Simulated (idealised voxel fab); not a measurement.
Name of the process module below: voxel transistor to metal
FYI the section here is cut, 210 nm wide, cells are 5 nm squares.
Reading order for cross-sections: top band down to bottom band. Underlying form: a grid of square cells. Band size: one or more rows of cells. Quick guide to a band line: top height, bottom height (nm) up front; then every material left to right with its width in nm. Only one material and it's marked "throughout"? Then it fills the band edge to edge. And "empty" just means empty space. A quick word on heights: they are counted from 0, and under that level the wafer as it came to us is one material throughout. The lowest band is different from the rest in having no bottom; it simply continues downward, written as in "0 -> down". The expression "30->40" gives the width at the extremes of the band, the first number at its top row of cells and the second at its bottom row, with the width changing by equal amounts from each row to the next in between. Where a step carries "left unchanged", the cross-section came out of it unchanged, cell for cell. Enclosed internal cavities: empty space of 8 cells or more with no open way to the top, each as width x height at its distance from the left edge, in nm. Heads up: the bit after the settings on a step's line is the simulator's remark on that step. On any step carrying a mask, the "overlay nm" setting, if present on the step's line, tells how far right of its planned place the mask lay; negative values point to the left.

Planned step list for the process:
step 1: RECEIVE,material Si
step 2: CONFORMAL_DEP,material SiO2,thk nm 5
step 3: CONFORMAL_DEP,material SiN,thk nm 15
step 4: MASKED_ETCH,tone cover,mask id ACTIVE,width nm 100,etch materials SiN,depth nm 15,overlay nm 0
step 5: MASKED_ETCH,tone cover,mask id ACTIVE,width nm 100,etch materials SiO2,depth nm 5,overlay nm 0
step 6: MASKED_ETCH,tone cover,mask id ACTIVE,width nm 100,etch materials Si,depth nm 25,overlay nm 0
step 7: OXIDIZE,depth nm 5
step 8: FILL_DEP,material SiO2,thk nm 10
step 9: CMP,height nm 20
step 10: SELECTIVE_ETCH,etch materials SiO2,depth nm 15
step 11: STRIP,etch materials SiN
step 12: SELECTIVE_ETCH,etch materials SiO2,depth nm 5
step 13: OXIDIZE,depth nm 5
step 14: DIRECTIONAL_DEP,material polySi,thk nm 30
step 15: DIRECTIONAL_DEP,material SiCN,thk nm 10
step 16: MASKED_ETCH,tone cover,mask id GATE,width nm 20,etch materials SiCN,depth nm 20,overlay nm 0
step 17: MASKED_ETCH,tone cover,mask id GATE,width nm 20,etch materials polySi,depth nm 40,overlay nm 0
step 18: CONFORMAL_DEP,material SiO2,thk nm 5
step 19: DIRECTIONAL_ETCH,etch materials SiO2,depth nm 5
step 20: CONFORMAL_DEP,material SiN,thk nm 5
step 21: DIRECTIONAL_ETCH,etch materials SiN,depth nm 5
step 22: DIRECTIONAL_ETCH,etch materials SiO2,depth nm 5
step 23: DIRECTIONAL_ETCH,etch materials Si,depth nm 15
step 24: EPI,material nSi,thk nm 20
step 25: FILL_DEP,material SiO2,thk nm 5
step 26: CMP,height nm 40
step 27: DIRECTIONAL_DEP,material SiO2,thk nm 10
step 28: DIRECTIONAL_DEP,material aC,thk nm 10
step 29: PATTERN,tone open,mask id CONTACT,material resist,width nm 15,pitch nm 75,thk nm 25,overlay nm 0
step 30: DIRECTIONAL_ETCH,etch materials aC,depth nm 10
step 31: STRIP,etch materials resist
step 32: DIRECTIONAL_ETCH,etch materials SiO2,depth nm 50
step 33: STRIP,etch materials aC
step 34: CONFORMAL_DEP,material TiN,thk nm 5
step 35: FILL_DEP,material Ru,thk nm 5
step 36: CMP,height nm 50
step 37: CONFORMAL_DEP,material SiCN,thk nm 5
step 38: DIRECTIONAL_DEP,material lowk,thk nm 20
step 39: MASKED_ETCH,tone open,mask id METAL_1,width nm 15,pitch nm 75,etch materials lowk,depth nm 20,overlay nm 0
step 40: MASKED_ETCH,tone open,mask id METAL_1,width nm 15,pitch nm 75,etch materials SiCN,depth nm 5,overlay nm 0
step 41: CONFORMAL_DEP,material TiN,thk nm 5
step 42: FILL_DEP,material Cu,thk nm 5
step 43: CMP,height nm 75
step 44: CONFORMAL_DEP,material SiCN,thk nm 5

Wafer cross-section on receipt, i.e. after step 1:
- 0 -> down: Si throughout
- Enclosed internal cavities: none

End-of-module cross-section of the first of two wafers, processed as planned:
- 80 -> 75: SiCN throughout
- 75 -> 55: lowk (60)  TiN (5)  Cu (5)  TiN (5)  lowk (60)  TiN (5)  Cu (5)  TiN (5)  lowk (60)
- 55 -> 50: SiCN (60)  TiN (15)  SiCN (60)  TiN (15)  SiCN (60)
- 50 -> 40: SiO2 (60)  TiN (5)  Ru (5)  TiN (5)  SiO2 (60)  TiN (5)  Ru (5)  TiN (5)  SiO2 (60)
- 40 -> 30: SiO2 (60)  TiN (5)  Ru (5)  TiN (5)  SiO2 (10)  SiN (5)  SiO2 (5)  SiCN (20)  SiO2 (5)  SiN (5)  SiO2 (10)  TiN (5)  Ru (5)  TiN (5)  SiO2 (60)
- 30 -> 20: SiO2 (60)  TiN (5)  Ru (5)  TiN (5)  SiO2 (10)  SiN (5)  SiO2 (5)  polySi (20)  SiO2 (5)  SiN (5)  SiO2 (10)  TiN (5)  Ru (5)  TiN (5)  SiO2 (60)
- 20 -> 15: SiO2 (60)  TiN (15)  SiO2 (10)  SiN (5)  SiO2 (5)  polySi (20)  SiO2 (5)  SiN (5)  SiO2 (10)  TiN (15)  SiO2 (60)
- 15 -> 0: SiO2 (60)  TiN (5)  nSi (20)  SiN (5)  SiO2 (5)  polySi (20)  SiO2 (5)  SiN (5)  nSi (20)  TiN (5)  SiO2 (60)
- 0 -> -5: SiO2 (55)  nSi (30)  SiO2 (40)  nSi (30)  SiO2 (55)
- -5 -> -20: SiO2 (60)  nSi (25)  Si (40)  nSi (25)  SiO2 (60)
- -20 -> -30: SiO2 (60)  Si (90)  SiO2 (60)
- -30 -> down: Si throughout
- Enclosed internal cavities: none

Module end: cross-section of wafer two of two. Same start and process plan as the first wafer. One mistake during execution:
- 80 -> 75: SiCN throughout
- 75 -> 55: lowk (60)  TiN (5)  Cu (5)  TiN (5)  lowk (60)  TiN (5)  Cu (5)  TiN (5)  lowk (60)
- 55 -> 50: SiCN (60)  TiN (15)  SiCN (60)  TiN (15)  SiCN (60)
- 50 -> 40: SiO2 (60)  TiN (5)  aC (5)  TiN (5)  SiO2 (60)  TiN (5)  aC (5)  TiN (5)  SiO2 (60)
- 40 -> 30: SiO2 (60)  TiN (5)  aC (5)  TiN (5)  SiO2 (10)  SiN (5)  SiO2 (5)  SiCN (20)  SiO2 (5)  SiN (5)  SiO2 (10)  TiN (5)  aC (5)  TiN (5)  SiO2 (60)
- 30 -> 20: SiO2 (60)  TiN (5)  aC (5)  TiN (5)  SiO2 (10)  SiN (5)  SiO2 (5)  polySi (20)  SiO2 (5)  SiN (5)  SiO2 (10)  TiN (5)  aC (5)  TiN (5)  SiO2 (60)
- 20 -> 15: SiO2 (60)  TiN (15)  SiO2 (10)  SiN (5)  SiO2 (5)  polySi (20)  SiO2 (5)  SiN (5)  SiO2 (10)  TiN (15)  SiO2 (60)
- 15 -> 0: SiO2 (60)  TiN (5)  nSi (20)  SiN (5)  SiO2 (5)  polySi (20)  SiO2 (5)  SiN (5)  nSi (20)  TiN (5)  SiO2 (60)
- 0 -> -5: SiO2 (55)  nSi (30)  SiO2 (40)  nSi (30)  SiO2 (55)
- -5 -> -20: SiO2 (60)  nSi (25)  Si (40)  nSi (25)  SiO2 (60)
- -20 -> -30: SiO2 (60)  Si (90)  SiO2 (60)
- -30 -> down: Si throughout
- Enclosed internal cavities: none
In executing the process, a mistake was made relative to the plan: it should be noted that step 35 was executed with settings other than those planned, the operation and settings actually applied being FILL_DEP,material aC,thk nm 5
at the end the second wafer has, in cells: Ru -12; aC +12
